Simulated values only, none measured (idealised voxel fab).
process module | voxel ribs on slabs
cross-section cut | 250 nm wide | cells 5 nm
A cross-section is a grid of square cells, given in bands from the top down. A band is one or more rows of cells.
Each band's line starts with the height of the band's top and of its bottom, in nm. Then come its materials from left to right, each with its width in nm. One material with "throughout" fills the band from edge to edge. "air" is empty space.
Height 0 is the level under which the wafer as received is all one material. The lowest band goes on downwards, as in "0 down".
A width such as "30 to 40" changes by the same amount from each row of cells to the next, from the band's top row to its bottom row.
"no change" after a step means that no cell of the cross-section changed.
closed voids: empty space of 8 cells or more with no open way to the top, each as width x height at its distance from the left edge, in nm
after a step's settings: what the simulator itself notes on the step
overlay nm, on a step with a mask: how far to the right of its planned place the mask lay; to the left if negative
Each pair below shows a cross-section before one step and the cross-section after it, down to the lowest band that changed. The line under each pair gives the step between them, with its settings. The pairs can come from different runs of this module on the same starting wafer, so a pair continues from the pair above only where its "before" says so.
before
  0 down: Si throughout
  closed voids: none
after
  30 to 0: SiO2 throughout
  below 0: unchanged
  closed voids: none
the step between: op DIRECTIONAL_DEP | material SiO2 | thk nm 30
before: the cross-section after the pair above
after
  50 to 30: polySi throughout
  below 30: unchanged
  closed voids: none
the step between: op DIRECTIONAL_DEP | material polySi | thk nm 20
before: the cross-section after the pair above
after
  65 to 50: air 110 | resist 30 | air 110
  below 50: unchanged
  closed voids: none
the step between: op PATTERN | tone cover | mask id RIB | material resist | width nm 30 | thk nm 15 | overlay nm 0
before: the cross-section after the pair above
after
  65 to 50: air 110 | resist 30 | air 110
  50 to 45: air 110 | polySi 30 | air 110
  below 45: unchanged
  closed voids: none
the step between: op DIRECTIONAL_ETCH | etch materials polySi | depth nm 5
before: the cross-section after the pair above
after
  50 to 45: air 110 | polySi 30 | air 110
  below 45: unchanged
  closed voids: none
the step between: op STRIP | etch materials resist
before: the cross-section after the pair above
after
  65 to 50: air 85 | resist 80 | air 85
  50 to 45: air 85 | resist 25 | polySi 30 | resist 25 | air 85
  below 45: unchanged
  closed voids: none
the step between: op PATTERN | tone cover | mask id SLAB | material resist | width nm 80 | thk nm 15 | overlay nm 0
before: the cross-section after the pair above
after
  65 to 50: air 85 | resist 80 | air 85
  50 to 45: air 85 | resist 25 | polySi 30 | resist 25 | air 85
  45 to 30: air 85 | polySi 80 | air 85
  below 30: unchanged
  closed voids: none
the step between: op DIRECTIONAL_ETCH | etch materials polySi | depth nm 15
before: the cross-section after the pair above
after
  50 to 45: air 110 | polySi 30 | air 110
  below 45: unchanged
  closed voids: none
the step between: op STRIP | etch materials resist
before: the cross-section after the pair above
after
  65 to 50: SiO2 throughout
  50 to 45: SiO2 110 | polySi 30 | SiO2 110
  45 to 30: SiO2 85 | polySi 80 | SiO2 85
  below 30: unchanged
  closed voids: none
the step between: op FILL_DEP | material SiO2 | thk nm 15
before: the cross-section after the pair above
after
  60 to 50: SiO2 throughout
  below 50: unchanged
  closed voids: none
the step between: op CMP | height nm 60
before: the cross-section after the pair above
after
  70 to 60: W throughout
  below 60: unchanged
  closed voids: none
the step between: op DIRECTIONAL_DEP | material W | thk nm 10
before: the cross-section after the pair above
after
  90 to 70: air 105 | resist 40 | air 105
  below 70: unchanged
  closed voids: none
the step between: op PATTERN | tone cover | mask id HEATER | material resist | width nm 40 | thk nm 20 | overlay nm 0
before: the cross-section after the pair above
after
  90 to 70: air 105 | resist 40 | air 105
  70 to 60: air 105 | W 40 | air 105
  below 60: unchanged
  closed voids: none
the step between: op DIRECTIONAL_ETCH | etch materials W | depth nm 10
before: the cross-section after the pair above
after
  70 to 60: air 105 | W 40 | air 105
  below 60: unchanged
  closed voids: none
the step between: op STRIP | etch materials resist
before: the cross-section after the pair above
after
  75 to 70: air 100 | SiO2 50 | air 100
  70 to 65: air 100 | SiO2 5 | W 40 | SiO2 5 | air 100
  65 to 60: SiO2 105 | W 40 | SiO2 105
  below 60: unchanged
  closed voids: none
the step between: op CONFORMAL_DEP | material SiO2 | thk nm 5
before
  50 to 30: polySi throughout
  30 to 0: SiO2 throughout
  0 down: Si throughout
  closed voids: none
after
  70 to 30: polySi throughout
  below 30: unchanged
  closed voids: none
the step between: op DIRECTIONAL_DEP | material polySi | thk nm 20
before: the cross-section after the pair above
after
  85 to 70: air 110 | resist 30 | air 110
  below 70: unchanged
  closed voids: none
the step between: op PATTERN | tone cover | mask id RIB | material resist | width nm 30 | thk nm 15 | overlay nm 0
before: the cross-section after the pair above
after
  85 to 70: air 110 | resist 30 | air 110
  70 to 65: air 110 | polySi 30 | air 110
  below 65: unchanged
  closed voids: none
the step between: op DIRECTIONAL_ETCH | etch materials polySi | depth nm 5
before: the cross-section after the pair above
after
  70 to 65: air 110 | polySi 30 | air 110
  below 65: unchanged
  closed voids: none
the step between: op STRIP | etch materials resist
before: the cross-section after the pair above
after
  85 to 70: air 85 | resist 80 | air 85
  70 to 65: air 85 | resist 25 | polySi 30 | resist 25 | air 85
  below 65: unchanged
  closed voids: none
the step between: op PATTERN | tone cover | mask id SLAB | material resist | width nm 80 | thk nm 15 | overlay nm 0
before: the cross-section after the pair above
after
  85 to 70: air 85 | resist 80 | air 85
  70 to 65: air 85 | resist 25 | polySi 30 | resist 25 | air 85
  65 to 50: air 85 | polySi 80 | air 85
  below 50: unchanged
  closed voids: none
the step between: op DIRECTIONAL_ETCH | etch materials polySi | depth nm 15
before: the cross-section after the pair above
after
  70 to 65: air 110 | polySi 30 | air 110
  below 65: unchanged
  closed voids: none
the step between: op STRIP | etch materials resist
before: the cross-section after the pair above
after
  85 to 70: SiO2 throughout
  70 to 65: SiO2 110 | polySi 30 | SiO2 110
  65 to 50: SiO2 85 | polySi 80 | SiO2 85
  below 50: unchanged
  closed voids: none
the step between: op FILL_DEP | material SiO2 | thk nm 15
before: the cross-section after the pair above
after
  60 to 50: SiO2 85 | polySi 80 | SiO2 85
  below 50: unchanged
  closed voids: none
the step between: op CMP | height nm 60
before: the cross-section after the pair above
after
  70 to 60: W throughout
  below 60: unchanged
  closed voids: none
the step between: op DIRECTIONAL_DEP | material W | thk nm 10
before: the cross-section after the pair above
after
  90 to 70: air 105 | resist 40 | air 105
  below 70: unchanged
  closed voids: none
the step between: op PATTERN | tone cover | mask id HEATER | material resist | width nm 40 | thk nm 20 | overlay nm 0
before: the cross-section after the pair above
after
  90 to 70: air 105 | resist 40 | air 105
  70 to 60: air 105 | W 40 | air 105
  below 60: unchanged
  closed voids: none
the step between: op DIRECTIONAL_ETCH | etch materials W | depth nm 10
before: the cross-section after the pair above
after
  70 to 60: air 105 | W 40 | air 105
  below 60: unchanged
  closed voids: none
the step between: op STRIP | etch materials resist
before: the cross-section after the pair above
after
  75 to 70: air 100 | SiO2 50 | air 100
  70 to 65: air 100 | SiO2 5 | W 40 | SiO2 5 | air 100
  65 to 60: SiO2 105 | W 40 | SiO2 105
  below 60: unchanged
  closed voids: none
the step between: op CONFORMAL_DEP | material SiO2 | thk nm 5
before
  0 down: Si throughout
  closed voids: none
after
  20 to 0: polySi throughout
  below 0: unchanged
  closed voids: none
the step between: op DIRECTIONAL_DEP | material polySi | thk nm 20
before: the cross-section after the pair above
after
  50 to 20: SiO2 throughout
  below 20: unchanged
  closed voids: none
the step between: op DIRECTIONAL_DEP | material SiO2 | thk nm 30
before: the cross-section after the pair above
after
  65 to 50: air 110 | resist 30 | air 110
  below 50: unchanged
  closed voids: none
the step between: op PATTERN | tone cover | mask id RIB | material resist | width nm 30 | thk nm 15 | overlay nm 0
before: the cross-section after the pair above
after
  50 to 20: SiO2 throughout
  below 20: unchanged
  closed voids: none
the step between: op STRIP | etch materials resist
before: the cross-section after the pair above
after
  65 to 50: air 85 | resist 80 | air 85
  below 50: unchanged
  closed voids: none
the step between: op PATTERN | tone cover | mask id SLAB | material resist | width nm 80 | thk nm 15 | overlay nm 0
before: the cross-section after the pair above
after
  50 to 20: SiO2 throughout
  below 20: unchanged
  closed voids: none
the step between: op STRIP | etch materials resist
before: the cross-section after the pair above
after
  65 to 20: SiO2 throughout
  below 20: unchanged
  closed voids: none
the step between: op FILL_DEP | material SiO2 | thk nm 15
before: the cross-section after the pair above
after
  60 to 20: SiO2 throughout
  below 20: unchanged
  closed voids: none
the step between: op CMP | height nm 60
before: the cross-section after the pair above
after
  70 to 60: W throughout
  below 60: unchanged
  closed voids: none
the step between: op DIRECTIONAL_DEP | material W | thk nm 10
before: the cross-section after the pair above
after
  90 to 70: air 105 | resist 40 | air 105
  below 70: unchanged
  closed voids: none
the step between: op PATTERN | tone cover | mask id HEATER | material resist | width nm 40 | thk nm 20 | overlay nm 0
before: the cross-section after the pair above
after
  90 to 70: air 105 | resist 40 | air 105
  70 to 60: air 105 | W 40 | air 105
  below 60: unchanged
  closed voids: none
the step between: op DIRECTIONAL_ETCH | etch materials W | depth nm 10
before: the cross-section after the pair above
after
  70 to 60: air 105 | W 40 | air 105
  below 60: unchanged
  closed voids: none
the step between: op STRIP | etch materials resist
before: the cross-section after the pair above
after
  75 to 70: air 100 | SiO2 50 | air 100
  70 to 65: air 100 | SiO2 5 | W 40 | SiO2 5 | air 100
  65 to 60: SiO2 105 | W 40 | SiO2 105
  below 60: unchanged
  closed voids: none
the step between: op CONFORMAL_DEP | material SiO2 | thk nm 5
before
  90 to 70: air 105 | resist 40 | air 105
  70 to 60: W throughout
  60 to 50: SiO2 throughout
  50 to 45: SiO2 110 | polySi 30 | SiO2 110
  45 to 30: SiO2 85 | polySi 80 | SiO2 85
  30 to 0: SiO2 throughout
  0 down: Si throughout
  closed voids: none
after
  90 to 70: air 105 | resist 40 | air 105
  70 to 65: air 105 | W 40 | air 105
  below 65: unchanged
  closed voids: none
the step between: op DIRECTIONAL_ETCH | etch materials W | depth nm 5
before: the cross-section after the pair above
after
  70 to 65: air 105 | W 40 | air 105
  below 65: unchanged
  closed voids: none
the step between: op STRIP | etch materials resist
before: the cross-section after the pair above
after
  75 to 70: air 100 | SiO2 50 | air 100
  70 to 65: SiO2 105 | W 40 | SiO2 105
  below 65: unchanged
  closed voids: none
the step between: op CONFORMAL_DEP | material SiO2 | thk nm 5
before
  50 to 30: polySi throughout
  30 to 0: SiO2 throughout
  0 down: Si throughout
  closed voids: none
after
  65 to 50: air 105 | resist 40 | air 105
  below 50: unchanged
  closed voids: none
the step between: op PATTERN | tone cover | mask id RIB | material resist | width nm 40 | thk nm 15 | overlay nm 0
before: the cross-section after the pair above
after
  65 to 50: air 105 | resist 40 | air 105
  50 to 45: air 105 | polySi 40 | air 105
  below 45: unchanged
  closed voids: none
the step between: op DIRECTIONAL_ETCH | etch materials polySi | depth nm 5
before: the cross-section after the pair above
after
  50 to 45: air 105 | polySi 40 | air 105
  below 45: unchanged
  closed voids: none
the step between: op STRIP | etch materials resist
before: the cross-section after the pair above
after
  65 to 50: air 85 | resist 80 | air 85
  50 to 45: air 85 | resist 20 | polySi 40 | resist 20 | air 85
  below 45: unchanged
  closed voids: none
the step between: op PATTERN | tone cover | mask id SLAB | material resist | width nm 80 | thk nm 15 | overlay nm 0
before: the cross-section after the pair above
after
  65 to 50: air 85 | resist 80 | air 85
  50 to 45: air 85 | resist 20 | polySi 40 | resist 20 | air 85
  45 to 30: air 85 | polySi 80 | air 85
  below 30: unchanged
  closed voids: none
the step between: op DIRECTIONAL_ETCH | etch materials polySi | depth nm 15
before: the cross-section after the pair above
after
  50 to 45: air 105 | polySi 40 | air 105
  below 45: unchanged
  closed voids: none
the step between: op STRIP | etch materials resist
before: the cross-section after the pair above
after
  65 to 50: SiO2 throughout
  50 to 45: SiO2 105 | polySi 40 | SiO2 105
  45 to 30: SiO2 85 | polySi 80 | SiO2 85
  below 30: unchanged
  closed voids: none
the step between: op FILL_DEP | material SiO2 | thk nm 15
before: the cross-section after the pair above
after
  60 to 50: SiO2 throughout
  below 50: unchanged
  closed voids: none
the step between: op CMP | height nm 60
before: the cross-section after the pair above
after
  70 to 60: W throughout
  below 60: unchanged
  closed voids: none
the step between: op DIRECTIONAL_DEP | material W | thk nm 10
before: the cross-section after the pair above
after
  90 to 70: air 105 | resist 40 | air 105
  below 70: unchanged
  closed voids: none
the step between: op PATTERN | tone cover | mask id HEATER | material resist | width nm 40 | thk nm 20 | overlay nm 0
before: the cross-section after the pair above
after
  90 to 70: air 105 | resist 40 | air 105
  70 to 60: air 105 | W 40 | air 105
  below 60: unchanged
  closed voids: none
the step between: op DIRECTIONAL_ETCH | etch materials W | depth nm 10
before: the cross-section after the pair above
after
  70 to 60: air 105 | W 40 | air 105
  below 60: unchanged
  closed voids: none
the step between: op STRIP | etch materials resist
before: the cross-section after the pair above
after
  75 to 70: air 100 | SiO2 50 | air 100
  70 to 65: air 100 | SiO2 5 | W 40 | SiO2 5 | air 100
  65 to 60: SiO2 105 | W 40 | SiO2 105
  below 60: unchanged
  closed voids: none
the step between: op CONFORMAL_DEP | material SiO2 | thk nm 5
before
  50 to 30: polySi throughout
  30 to 0: SiO2 throughout
  0 down: Si throughout
  closed voids: none
after
  65 to 50: air 100 | resist 30 | air 120
  below 50: unchanged
  closed voids: none
the step between: op PATTERN | tone cover | mask id RIB | material resist | width nm 30 | thk nm 15 | overlay nm -10
before: the cross-section after the pair above
after
  65 to 50: air 100 | resist 30 | air 120
  50 to 45: air 100 | polySi 30 | air 120
  below 45: unchanged
  closed voids: none
the step between: op DIRECTIONAL_ETCH | etch materials polySi | depth nm 5
before: the cross-section after the pair above
after
  50 to 45: air 100 | polySi 30 | air 120
  below 45: unchanged
  closed voids: none
the step between: op STRIP | etch materials resist
before: the cross-section after the pair above
after
  65 to 50: air 85 | resist 80 | air 85
  50 to 45: air 85 | resist 15 | polySi 30 | resist 35 | air 85
  below 45: unchanged
  closed voids: none
the step between: op PATTERN | tone cover | mask id SLAB | material resist | width nm 80 | thk nm 15 | overlay nm 0
before: the cross-section after the pair above
after
  65 to 50: air 85 | resist 80 | air 85
  50 to 45: air 85 | resist 15 | polySi 30 | resist 35 | air 85
  45 to 30: air 85 | polySi 80 | air 85
  below 30: unchanged
  closed voids: none
the step between: op DIRECTIONAL_ETCH | etch materials polySi | depth nm 15
before: the cross-section after the pair above
after
  50 to 45: air 100 | polySi 30 | air 120
  below 45: unchanged
  closed voids: none
the step between: op STRIP | etch materials resist
before: the cross-section after the pair above
after
  65 to 50: SiO2 throughout
  50 to 45: SiO2 100 | polySi 30 | SiO2 120
  45 to 30: SiO2 85 | polySi 80 | SiO2 85
  below 30: unchanged
  closed voids: none
the step between: op FILL_DEP | material SiO2 | thk nm 15
before: the cross-section after the pair above
after
  60 to 50: SiO2 throughout
  below 50: unchanged
  closed voids: none
the step between: op CMP | height nm 60
before: the cross-section after the pair above
after
  70 to 60: W throughout
  below 60: unchanged
  closed voids: none
the step between: op DIRECTIONAL_DEP | material W | thk nm 10
before: the cross-section after the pair above
after
  90 to 70: air 105 | resist 40 | air 105
  below 70: unchanged
  closed voids: none
the step between: op PATTERN | tone cover | mask id HEATER | material resist | width nm 40 | thk nm 20 | overlay nm 0
before: the cross-section after the pair above
after
  90 to 70: air 105 | resist 40 | air 105
  70 to 60: air 105 | W 40 | air 105
  below 60: unchanged
  closed voids: none
the step between: op DIRECTIONAL_ETCH | etch materials W | depth nm 10
before: the cross-section after the pair above
after
  70 to 60: air 105 | W 40 | air 105
  below 60: unchanged
  closed voids: none
the step between: op STRIP | etch materials resist
before: the cross-section after the pair above
after
  75 to 70: air 100 | SiO2 50 | air 100
  70 to 65: air 100 | SiO2 5 | W 40 | SiO2 5 | air 100
  65 to 60: SiO2 105 | W 40 | SiO2 105
  below 60: unchanged
  closed voids: none
the step between: op CONFORMAL_DEP | material SiO2 | thk nm 5
before
  60 to 50: SiO2 throughout
  50 to 45: SiO2 110 | polySi 30 | SiO2 110
  45 to 30: SiO2 85 | polySi 80 | SiO2 85
  30 to 0: SiO2 throughout
  0 down: Si throughout
  closed voids: none
after
  70 to 60: polySi throughout
  below 60: unchanged
  closed voids: none
the step between: op DIRECTIONAL_DEP | material polySi | thk nm 10
before: the cross-section after the pair above
after
  90 to 70: air 105 | resist 40 | air 105
  below 70: unchanged
  closed voids: none
the step between: op PATTERN | tone cover | mask id HEATER | material resist | width nm 40 | thk nm 20 | overlay nm 0
before: the cross-section after the pair above
after
  70 to 60: polySi throughout
  below 60: unchanged
  closed voids: none
the step between: op STRIP | etch materials resist
before: the cross-section after the pair above
after
  75 to 70: SiO2 throughout
  below 70: unchanged
  closed voids: none
the step between: op CONFORMAL_DEP | material SiO2 | thk nm 5
before
  50 to 45: air 110 | polySi 30 | air 110
  45 to 30: polySi throughout
  30 to 0: SiO2 throughout
  0 down: Si throughout
  closed voids: none
after
  65 to 50: resist 85 | air 80 | resist 85
  50 to 45: resist 85 | air 25 | polySi 30 | air 25 | resist 85
  below 45: unchanged
  closed voids: none
the step between: op PATTERN | tone open | mask id SLAB | material resist | width nm 80 | thk nm 15 | overlay nm 0
before: the cross-section after the pair above
after
  65 to 45: resist 85 | air 80 | resist 85
  45 to 35: polySi 85 | air 80 | polySi 85
  35 to 30: polySi 85 | air 25 | polySi 30 | air 25 | polySi 85
  below 30: unchanged
  closed voids: none
the step between: op DIRECTIONAL_ETCH | etch materials polySi | depth nm 15
before: the cross-section after the pair above
after
  45 to 35: polySi 85 | air 80 | polySi 85
  below 35: unchanged
  closed voids: none
the step between: op STRIP | etch materials resist
before: the cross-section after the pair above
after
  60 to 45: SiO2 throughout
  45 to 35: polySi 85 | SiO2 80 | polySi 85
  35 to 30: polySi 85 | SiO2 25 | polySi 30 | SiO2 25 | polySi 85
  below 30: unchanged
  closed voids: none
the step between: op FILL_DEP | material SiO2 | thk nm 15
before: the cross-section after the pair above
after
  70 to 60: W throughout
  below 60: unchanged
  closed voids: none
the step between: op DIRECTIONAL_DEP | material W | thk nm 10
before: the cross-section after the pair above
after
  90 to 70: air 105 | resist 40 | air 105
  below 70: unchanged
  closed voids: none
the step between: op PATTERN | tone cover | mask id HEATER | material resist | width nm 40 | thk nm 20 | overlay nm 0
before: the cross-section after the pair above
after
  90 to 70: air 105 | resist 40 | air 105
  70 to 60: air 105 | W 40 | air 105
  below 60: unchanged
  closed voids: none
the step between: op DIRECTIONAL_ETCH | etch materials W | depth nm 10
before: the cross-section after the pair above
after
  70 to 60: air 105 | W 40 | air 105
  below 60: unchanged
  closed voids: none
the step between: op STRIP | etch materials resist
before: the cross-section after the pair above
after
  75 to 70: air 100 | SiO2 50 | air 100
  70 to 65: air 100 | SiO2 5 | W 40 | SiO2 5 | air 100
  65 to 60: SiO2 105 | W 40 | SiO2 105
  below 60: unchanged
  closed voids: none
the step between: op CONFORMAL_DEP | material SiO2 | thk nm 5
